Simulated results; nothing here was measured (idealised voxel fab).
Presented below is a process module, voxel self aligned vias.
Xsec cut, 270 nm wide, square cell size 5 nm.
Cross-section spec: square-cell grid; bands listed top down; each band is one or more rows. In this notation a band is specified by the heights of its top and bottom, in that order and in nm, after which its materials appear from left to right, each paired with its width in nm. The word "all across" attached to a single material means that material fills the band from edge to edge; the word "blank" stands for empty space. Where do heights start? At 0: under that level the wafer as delivered is made of one material only. And the lowest band has no floor; it just carries on downward, as in "0 -> down". Read "30 to 40" as a graded width: first number on top, second number at the bottom, same change between each pair of neighbouring rows. Where a step carries "identical to before", the cross-section came out of it unchanged, cell for cell. If an empty space has no open way to the top and is at least 8 cells in size, "Unvented cavities" lists it, written width x height at distance, where distance is measured from the left edge and every value is in nm. The remark found on a step's line after its settings is issued by the simulator itself and pertains to that step. overlay nm: step with mask; distance mask lay right of planned place; negative value = left of planned place.
**The following list gives the planned process steps**
| 1 | RECEIVE: material Si |
| 2 | CONFORMAL_DEP: material SiO2, thk nm 15 |
| 3 | CONFORMAL_DEP: material SiCN, thk nm 5 |
| 4 | DIRECTIONAL_DEP: material lowk, thk nm 25 |
| 5 | MASKED_ETCH: tone open, mask id LINES, width nm 30, pitch nm 70, etch materials lowk, depth nm 25, overlay nm 0 |
| 6 | CONFORMAL_DEP: material TiN, thk nm 5 |
| 7 | FILL_DEP: material W, thk nm 10 |
| 8 | CMP: height nm 45 |
| 9 | SELECTIVE_ETCH: etch materials W Ru TiN, depth nm 5 |
| 10 | FILL_DEP: material SiN, thk nm 10 |
| 11 | CMP: height nm 35 |
| 12 | DIRECTIONAL_DEP: material lowk, thk nm 15 |
| 13 | DIRECTIONAL_DEP: material aC, thk nm 15 |
| 14 | PATTERN: tone open, mask id VIAS, material resist, width nm 50, pitch nm 70, thk nm 30, overlay nm 0 |
| 15 | DIRECTIONAL_ETCH: etch materials aC, depth nm 15 |
| 16 | STRIP: etch materials resist |
| 17 | DIRECTIONAL_ETCH: etch materials lowk, depth nm 15 |
| 18 | DIRECTIONAL_ETCH: etch materials SiN, depth nm 5 |
| 19 | STRIP: etch materials aC |
| 20 | CONFORMAL_DEP: material TiN, thk nm 5 |
| 21 | FILL_DEP: material W, thk nm 5 |
| 22 | CMP: height nm 60 |
| 23 | CONFORMAL_DEP: material SiN, thk nm 5 |
It is noted that the wafers described herein are identical at the outset and are distinguished by the height nm of step 11; the value stated in the plan corresponds to the first wafer.
**Cross-section of the first of several wafers as received (after step 1)**
    0 -> down: Si all across
    Unvented cavities: none
**Quick look at the cross-section of the first of several wafers after step 23, which wraps up the module**
    65 -> 60: SiN all across
    60 -> 55: W all across
    55 -> 50: TiN 45, W 40, TiN 30, W 40, TiN 30, W 40, TiN 45
    50 -> 40: lowk 40, TiN 5, W 40, TiN 5, lowk 20, TiN 5, W 40, TiN 5, lowk 20, TiN 5, W 40, TiN 5, lowk 40
    40 -> 35: lowk 40, TiN 50, lowk 20, TiN 50, lowk 20, TiN 50, lowk 40
    35 -> 25: lowk 50, TiN 5, W 20, TiN 5, lowk 40, TiN 5, W 20, TiN 5, lowk 40, TiN 5, W 20, TiN 5, lowk 50
    25 -> 20: lowk 50, TiN 30, lowk 40, TiN 30, lowk 40, TiN 30, lowk 50
    20 -> 15: SiCN all across
    15 -> 0: SiO2 all across
    0 -> down: Si all across
    Unvented cavities: none
**Showing the last wafer in cross-section at the end of the module**
    65 -> 60: SiN all across
    60 -> 55: lowk 40, TiN 5, W 40, TiN 5, lowk 20, TiN 5, W 40, TiN 5, lowk 20, TiN 5, W 40, TiN 5, lowk 40
    55 -> 50: SiN 40, TiN 50, SiN 20, TiN 50, SiN 20, TiN 50, SiN 40
    50 -> 45: SiN all across
    45 -> 40: lowk 50, SiN 30, lowk 40, SiN 30, lowk 40, SiN 30, lowk 50
    40 -> 25: lowk 50, TiN 5, W 20, TiN 5, lowk 40, TiN 5, W 20, TiN 5, lowk 40, TiN 5, W 20, TiN 5, lowk 50
    25 -> 20: lowk 50, TiN 30, lowk 40, TiN 30, lowk 40, TiN 30, lowk 50
    20 -> 15: SiCN all across
    15 -> 0: SiO2 all across
    0 -> down: Si all across
    Unvented cavities: none
**Basically each wafer gets a line in the table, showing it at the end of the module: material by material, the cells it gained (+) or lost (-) since we got it, then its closed voids**
height nm 35 | +54 SiCN | +54 SiN | +162 SiO2 | +102 TiN | +150 W | +180 lowk | Unvented cavities: none
height nm 40 | +54 SiCN | +54 SiN | +162 SiO2 | +108 TiN | +108 W | +216 lowk | Unvented cavities: none
height nm 45 | +54 SiCN | +54 SiN | +162 SiO2 | +84 TiN | +96 W | +252 lowk | Unvented cavities: none
height nm 50 | +54 SiCN | +96 SiN | +162 SiO2 | +78 TiN | +84 W | +228 lowk | Unvented cavities: none
height nm 55 | +54 SiCN | +150 SiN | +162 SiO2 | +72 TiN | +60 W | +204 lowk | Unvented cavities: none
